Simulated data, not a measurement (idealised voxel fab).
Process module name: voxel spacer lines
It is cross-section cut that appears here, measuring 275 nm in width, its square cells being 5 nm in size.
When this document writes out a cross-section, it uses a grid of square cells and lists it as bands, beginning at the top and moving down, with a band standing for one or more rows of cells.
Per band: top height and bottom height in nm, followed by the left-to-right materials and their widths in nm; "edge to edge" marks a single material spanning edge to edge, "air" marks empty space.
Height reference: 0 = level under which incoming wafer is all one material. Lowest band: no bottom, runs on downward, e.g. "top 0, no bottom".
The width entry "30 to 40" should be interpreted row by row: the top row of cells in the band takes the first number, the bottom row takes the second number, and the change between adjacent rows is uniform throughout.
The designation "no change", where it is given for a processing step, indicates that no cell of the cross-section was altered in the course of that step.
Sealed void list: empty space of 8 cells or more with no open way to the top, each as width x height at its distance from the left edge, in nm
It should be noted that, on the line of a given step, the content following the step's settings is a remark produced by the simulator itself with respect to that step.
What "overlay nm" on a step's line means: if the step has a mask, that mask lay this far to the right of its planned place, or, when the value is negative, to the left.

### Here's what the planned process steps look like
| 1 | RECEIVE, material Si |
| 2 | CONFORMAL_DEP, material Al2O3, thk nm 5 |
| 3 | DIRECTIONAL_DEP, material W, thk nm 20 |
| 4 | DIRECTIONAL_DEP, material polySi, thk nm 20 |
| 5 | PATTERN, tone cover, mask id MANDREL, material resist, width nm 20, pitch nm 60, thk nm 25, overlay nm 0 |
| 6 | DIRECTIONAL_ETCH, etch materials polySi, depth nm 20 |
| 7 | STRIP, etch materials resist |
| 8 | CONFORMAL_DEP, material SiO2, thk nm 10 |
| 9 | DIRECTIONAL_ETCH, etch materials SiO2, depth nm 10 |
| 10 | STRIP, etch materials polySi |
| 11 | DIRECTIONAL_ETCH, etch materials W, depth nm 20 |
| 12 | STRIP, etch materials SiO2 |
| 13 | FILL_DEP, material SiO2, thk nm 5 |
| 14 | CMP, height nm 25 |

### Below: the first of two wafers, run as planned

### Wafer cross-section on receipt, i.e. after step 1
    top 0, no bottom: Si edge to edge
    Sealed void list: none

### After step 2, in cross-section
    top 5, bottom 0: Al2O3 edge to edge
    Below 0, no change.

### After step 3, in cross-section
    top 25, bottom 5: W edge to edge
    Below 5, no change.

### After step 4, in cross-section
    top 45, bottom 25: polySi edge to edge
    Below 25, no change.

### After step 5, in cross-section
    top 70, bottom 45: 95 of air, then 20 of resist, then 40 of air, then 20 of resist, then 100 of air
    Below 45, no change.

### After step 6, in cross-section
    top 70, bottom 45: 95 of air, then 20 of resist, then 40 of air, then 20 of resist, then 100 of air
    top 45, bottom 25: 95 of air, then 20 of polySi, then 40 of air, then 20 of polySi, then 100 of air
    Below 25, no change.

### After step 7, in cross-section
    top 45, bottom 25: 95 of air, then 20 of polySi, then 40 of air, then 20 of polySi, then 100 of air
    Below 25, no change.

### After step 8, in cross-section
    top 55, bottom 45: 85 of air, then 40 of SiO2, then 20 of air, then 40 of SiO2, then 90 of air
    top 45, bottom 35: 85 of air, then 10 of SiO2, then 20 of polySi, then 10 of SiO2, then 20 of air, then 10 of SiO2, then 20 of polySi, then 10 of SiO2, then 90 of air
    top 35, bottom 25: 95 of SiO2, then 20 of polySi, then 40 of SiO2, then 20 of polySi, then 100 of SiO2
    Below 25, no change.

### After step 9, in cross-section
    top 45, bottom 25: 85 of air, then 10 of SiO2, then 20 of polySi, then 10 of SiO2, then 20 of air, then 10 of SiO2, then 20 of polySi, then 10 of SiO2, then 90 of air
    Below 25, no change.

### After step 10, in cross-section
    top 45, bottom 25: 85 of air, then 10 of SiO2, then 20 of air, then 10 of SiO2, then 20 of air, then 10 of SiO2, then 20 of air, then 10 of SiO2, then 90 of air
    Below 25, no change.

### After step 11, in cross-section
    top 45, bottom 25: 85 of air, then 10 of SiO2, then 20 of air, then 10 of SiO2, then 20 of air, then 10 of SiO2, then 20 of air, then 10 of SiO2, then 90 of air
    top 25, bottom 5: 85 of air, then 10 of W, then 20 of air, then 10 of W, then 20 of air, then 10 of W, then 20 of air, then 10 of W, then 90 of air
    Below 5, no change.

### After step 12, in cross-section
    top 25, bottom 5: 85 of air, then 10 of W, then 20 of air, then 10 of W, then 20 of air, then 10 of W, then 20 of air, then 10 of W, then 90 of air
    Below 5, no change.

### After step 13, in cross-section
    top 30, bottom 25: SiO2 edge to edge
    top 25, bottom 5: 85 of SiO2, then 10 of W, then 20 of SiO2, then 10 of W, then 20 of SiO2, then 10 of W, then 20 of SiO2, then 10 of W, then 90 of SiO2
    Below 5, no change.

### After step 14, in cross-section
    top 25, bottom 5: 85 of SiO2, then 10 of W, then 20 of SiO2, then 10 of W, then 20 of SiO2, then 10 of W, then 20 of SiO2, then 10 of W, then 90 of SiO2
    Below 5, no change.

### Second wafer - shared start and plan with the first - one error in running - same as the first up to step 13 inclusive

### X-section, second wafer, when step 14 was due to finish
    top 20, bottom 5: 85 of SiO2, then 10 of W, then 20 of SiO2, then 10 of W, then 20 of SiO2, then 10 of W, then 20 of SiO2, then 10 of W, then 90 of SiO2
    Below 5, no change.
Error vs. plan: in deviation from the planned setting, step 14 was conducted as CMP, height nm 20
Counted in cells at the end, the second wafer holds more or fewer of these materials than the first: 47 fewer of SiO2 | 8 fewer of W
